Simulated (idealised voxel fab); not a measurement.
process module | voxel transistor to metal
cross-section cut | 200 nm wide | cells 5 nm
A cross-section is a grid of square cells, given in bands from the top down. A band is one or more rows of cells.
Each band's line starts with the height of the band's top and of its bottom, in nm. Then come its materials from left to right, each with its width in nm. One material with "throughout" fills the band from edge to edge. "air" is empty space.
Height 0 is the level under which the wafer as received is all one material. The lowest band goes on downwards, as in "0 down".
A width such as "30 to 40" changes by the same amount from each row of cells to the next, from the band's top row to its bottom row.
"no change" after a step means that no cell of the cross-section changed.
closed voids: empty space of 8 cells or more with no open way to the top, each as width x height at its distance from the left edge, in nm
after a step's settings: what the simulator itself notes on the step
overlay nm, on a step with a mask: how far to the right of its planned place the mask lay; to the left if negative
plan
1 op RECEIVE | material Si
2 op OXIDIZE | depth nm 5
3 op CONFORMAL_DEP | material SiN | thk nm 10
4 op MASKED_ETCH | tone cover | mask id ACTIVE | width nm 110 | etch materials SiN | depth nm 10 | overlay nm 0
5 op MASKED_ETCH | tone cover | mask id ACTIVE | width nm 110 | etch materials SiO2 | depth nm 5 | overlay nm 0
6 op MASKED_ETCH | tone cover | mask id ACTIVE | width nm 110 | etch materials Si | depth nm 35 | overlay nm 0
7 op OXIDIZE | depth nm 5
8 op FILL_DEP | material SiO2 | thk nm 5
9 op CMP | height nm 10
10 op SELECTIVE_ETCH | etch materials SiO2 | depth nm 10
11 op STRIP | etch materials SiN
12 op SELECTIVE_ETCH | etch materials SiO2 | depth nm 5
13 op OXIDIZE | depth nm 5
14 op DIRECTIONAL_DEP | material polySi | thk nm 25
15 op DIRECTIONAL_DEP | material SiCN | thk nm 15
16 op DIRECTIONAL_DEP | material aC | thk nm 15
17 op PATTERN | tone cover | mask id GATE | material resist | width nm 20 | thk nm 30 | overlay nm 0
18 op DIRECTIONAL_ETCH | etch materials aC | depth nm 15
19 op STRIP | etch materials resist
20 op DIRECTIONAL_ETCH | etch materials SiCN | depth nm 25
21 op DIRECTIONAL_ETCH | etch materials polySi | depth nm 35
22 op STRIP | etch materials aC
23 op CONFORMAL_DEP | material SiO2 | thk nm 5
24 op DIRECTIONAL_ETCH | etch materials SiO2 | depth nm 5
25 op CONFORMAL_DEP | material SiN | thk nm 5
26 op DIRECTIONAL_ETCH | etch materials SiN | depth nm 5
27 op DIRECTIONAL_ETCH | etch materials SiO2 | depth nm 5
28 op DIRECTIONAL_ETCH | etch materials Si | depth nm 10
29 op EPI | material nSi | thk nm 10
30 op FILL_DEP | material SiO2 | thk nm 10
31 op CMP | height nm 35
32 op DIRECTIONAL_DEP | material SiO2 | thk nm 15
33 op DIRECTIONAL_DEP | material aC | thk nm 10
34 op PATTERN | tone open | mask id CONTACT | material resist | width nm 20 | pitch nm 80 | thk nm 25 | overlay nm 0
35 op DIRECTIONAL_ETCH | etch materials aC | depth nm 10
36 op STRIP | etch materials resist
37 op DIRECTIONAL_ETCH | etch materials SiO2 | depth nm 60
38 op STRIP | etch materials aC
39 op CONFORMAL_DEP | material TiN | thk nm 5
40 op FILL_DEP | material W | thk nm 10
41 op CMP | height nm 50
42 op CONFORMAL_DEP | material SiN | thk nm 5
43 op DIRECTIONAL_DEP | material lowk | thk nm 25
44 op MASKED_ETCH | tone open | mask id METAL_1 | width nm 20 | pitch nm 80 | etch materials lowk | depth nm 25 | overlay nm 0
45 op MASKED_ETCH | tone open | mask id METAL_1 | width nm 20 | pitch nm 80 | etch materials SiN | depth nm 5 | overlay nm 0
46 op CONFORMAL_DEP | material TiN | thk nm 5
47 op FILL_DEP | material W | thk nm 10
48 op CMP | height nm 80
49 op EPI | material Ru | thk nm 5
50 op FILL_DEP | material SiCN | thk nm 5
as received, after step 1
  0 down: Si throughout
  closed voids: none
first wafer at the end, as planned
  90 to 85: SiCN throughout
  85 to 80: SiCN 45 | Ru 30 | SiCN 50 | Ru 30 | SiCN 45
  80 to 55: lowk 50 | TiN 5 | W 10 | TiN 5 | lowk 60 | TiN 5 | W 10 | TiN 5 | lowk 50
  55 to 50: SiN 50 | TiN 20 | SiN 60 | TiN 20 | SiN 50
  50 to 35: SiO2 50 | TiN 5 | W 10 | TiN 5 | SiO2 60 | TiN 5 | W 10 | TiN 5 | SiO2 50
  35 to 20: SiO2 50 | TiN 5 | W 10 | TiN 5 | SiO2 10 | SiN 5 | SiO2 5 | SiCN 20 | SiO2 5 | SiN 5 | SiO2 10 | TiN 5 | W 10 | TiN 5 | SiO2 50
  20 to 0: SiO2 50 | TiN 5 | W 10 | TiN 5 | SiO2 10 | SiN 5 | SiO2 5 | polySi 20 | SiO2 5 | SiN 5 | SiO2 10 | TiN 5 | W 10 | TiN 5 | SiO2 50
  0 to -5: SiO2 50 | TiN 5 | W 10 | TiN 5 | nSi 10 | SiN 5 | SiO2 5 | polySi 20 | SiO2 5 | SiN 5 | nSi 10 | TiN 5 | W 10 | TiN 5 | SiO2 50
  -5 to -10: SiO2 50 | TiN 20 | nSi 10 | SiO2 40 | nSi 10 | TiN 20 | SiO2 50
  -10 to -20: SiO2 50 | nSi 30 | Si 40 | nSi 30 | SiO2 50
  -20 to -45: SiO2 50 | Si 100 | SiO2 50
  -45 down: Si throughout
  closed voids: none
second wafer at the end: like start, like plan, one mistake
  90 to 85: SiCN throughout
  85 to 80: SiCN 45 | Ru 30 | SiCN 50 | Ru 30 | SiCN 45
  80 to 55: lowk 50 | TiN 5 | W 10 | TiN 5 | lowk 60 | TiN 5 | W 10 | TiN 5 | lowk 50
  55 to 50: SiN 50 | TiN 20 | SiN 60 | TiN 20 | SiN 50
  50 to 35: SiO2 50 | TiN 5 | W 10 | TiN 5 | SiO2 60 | TiN 5 | W 10 | TiN 5 | SiO2 50
  35 to 20: SiO2 50 | TiN 5 | W 10 | TiN 5 | SiO2 15 | SiN 5 | SiCN 20 | SiN 5 | SiO2 15 | TiN 5 | W 10 | TiN 5 | SiO2 50
  20 to 0: SiO2 50 | TiN 5 | W 10 | TiN 5 | SiO2 15 | SiN 5 | polySi 20 | SiN 5 | SiO2 15 | TiN 5 | W 10 | TiN 5 | SiO2 50
  0 to -5: SiO2 50 | TiN 5 | W 10 | TiN 5 | SiO2 5 | nSi 10 | SiN 5 | polySi 20 | SiN 5 | nSi 10 | SiO2 5 | TiN 5 | W 10 | TiN 5 | SiO2 50
  -5 to -10: SiO2 50 | TiN 20 | SiO2 5 | nSi 10 | SiN 5 | SiO2 20 | SiN 5 | nSi 10 | SiO2 5 | TiN 20 | SiO2 50
  -10 to -20: SiO2 45 to 50 | nSi 40 to 35 | Si 30 | nSi 40 to 35 | SiO2 45 to 50
  -20 to -45: SiO2 50 | Si 100 | SiO2 50
  -45 down: Si throughout
  closed voids: none
what went wrong: step 23 was left out
at the end the second wafer has, in cells: 4 fewer of Si | 2 more of SiN | 4 fewer of SiO2 | 6 more of nSi
